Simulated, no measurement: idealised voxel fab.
The document below concerns the process module designated voxel gate over fins.
For reference, the cross-section in this document is cut, with width 300 nm and square cells of 5 nm.
Think of the cross-section as a grid of square cells. We describe it in bands, top to bottom, and each band covers one or more rows of those cells.
Band entry format. Leading values: height of top, height of bottom, nm. Remainder: materials in left-to-right order, each with its width in nm. Special words: "everywhere" on a single material, which then fills the band edge to edge; "blank", empty space.
Basically, 0 is our baseline, since under it the wafer straight out of the box is all one material. The bottom band has no lower end and keeps on going down, so it looks like "0 -> down".
Quick explanation for "30->40": the width changes in equal steps down the rows of cells, from the first number in the band's top row to the second number in its bottom row.
"remained unchanged", as given for a step, is the statement that not any cell of the cross-section underwent a change during that step.
"Closed voids list": sealed empty spaces, 8 cells or more, no open way to top, listed width x height at distance, with distance from the left edge and width, height and distance in nm.
Where a step's line continues beyond its settings, the continuation is a remark by the simulator itself on that step.
On any step carrying a mask, the "overlay nm" setting, if present on the step's line, tells how far right of its planned place the mask lay; negative values point to the left.
**Here's what the planned process steps look like**
1: RECEIVE (material Si)
2: CONFORMAL_DEP (material SiN; thk nm 10)
3: DIRECTIONAL_DEP (material aC; thk nm 15)
4: PATTERN (tone cover; mask id FINS; material resist; width nm 15; pitch nm 40; thk nm 35; overlay nm 0)
5: DIRECTIONAL_ETCH (etch materials aC; depth nm 15)
6: STRIP (etch materials resist)
7: DIRECTIONAL_ETCH (etch materials SiN; depth nm 10)
8: DIRECTIONAL_ETCH (etch materials Si; depth nm 30)
9: STRIP (etch materials aC)
10: OXIDIZE (depth nm 5)
11: FILL_DEP (material SiO2; thk nm 5)
12: CMP (height nm 10)
13: SELECTIVE_ETCH (etch materials SiO2; depth nm 25)
14: STRIP (etch materials SiN)
15: CONFORMAL_DEP (material HfO2; thk nm 5)
16: CONFORMAL_DEP (material TiN; thk nm 5)
17: FILL_DEP (material W; thk nm 15)
18: CMP (height nm 20)
19: CONFORMAL_DEP (material SiCN; thk nm 10)
**Wafer as received: cross-section following step 1**
* 0 -> down | Si everywhere
* Closed voids list: none
**End-of-module cross-section. Starting structure and process plan as above; one mistake made in running it**
* 35 -> 20 | SiCN everywhere
* 20 -> 10 | W everywhere
* 10 -> 5 | 95 nm W / 25 nm TiN / 15 nm W / 25 nm TiN / 15 nm W / 25 nm TiN / 100 nm W
* 5 -> 0 | 95 nm W / 5 nm TiN / 15 nm HfO2 / 5 nm TiN / 15 nm W / 5 nm TiN / 15 nm HfO2 / 5 nm TiN / 15 nm W / 5 nm TiN / 15 nm HfO2 / 5 nm TiN / 100 nm W
* 0 -> -5 | 95 nm W / 5 nm TiN / 5 nm HfO2 / 5 nm Si / 5 nm HfO2 / 5 nm TiN / 15 nm W / 5 nm TiN / 5 nm HfO2 / 5 nm Si / 5 nm HfO2 / 5 nm TiN / 15 nm W / 5 nm TiN / 5 nm HfO2 / 5 nm Si / 5 nm HfO2 / 5 nm TiN / 100 nm W
* -5 -> -10 | 100 nm TiN / 5 nm HfO2 / 5 nm Si / 5 nm HfO2 / 25 nm TiN / 5 nm HfO2 / 5 nm Si / 5 nm HfO2 / 25 nm TiN / 5 nm HfO2 / 5 nm Si / 5 nm HfO2 / 105 nm TiN
* -10 -> -15 | 105 nm HfO2 / 5 nm Si / 35 nm HfO2 / 5 nm Si / 35 nm HfO2 / 5 nm Si / 110 nm HfO2
* -15 -> -35 | 105 nm SiO2 / 5 nm Si / 35 nm SiO2 / 5 nm Si / 35 nm SiO2 / 5 nm Si / 110 nm SiO2
* -35 -> down | Si everywhere
* Closed voids list: none
What was the processing mistake? off-plan run, step 19, actual operation and settings CONFORMAL_DEP (material SiCN; thk nm 15)
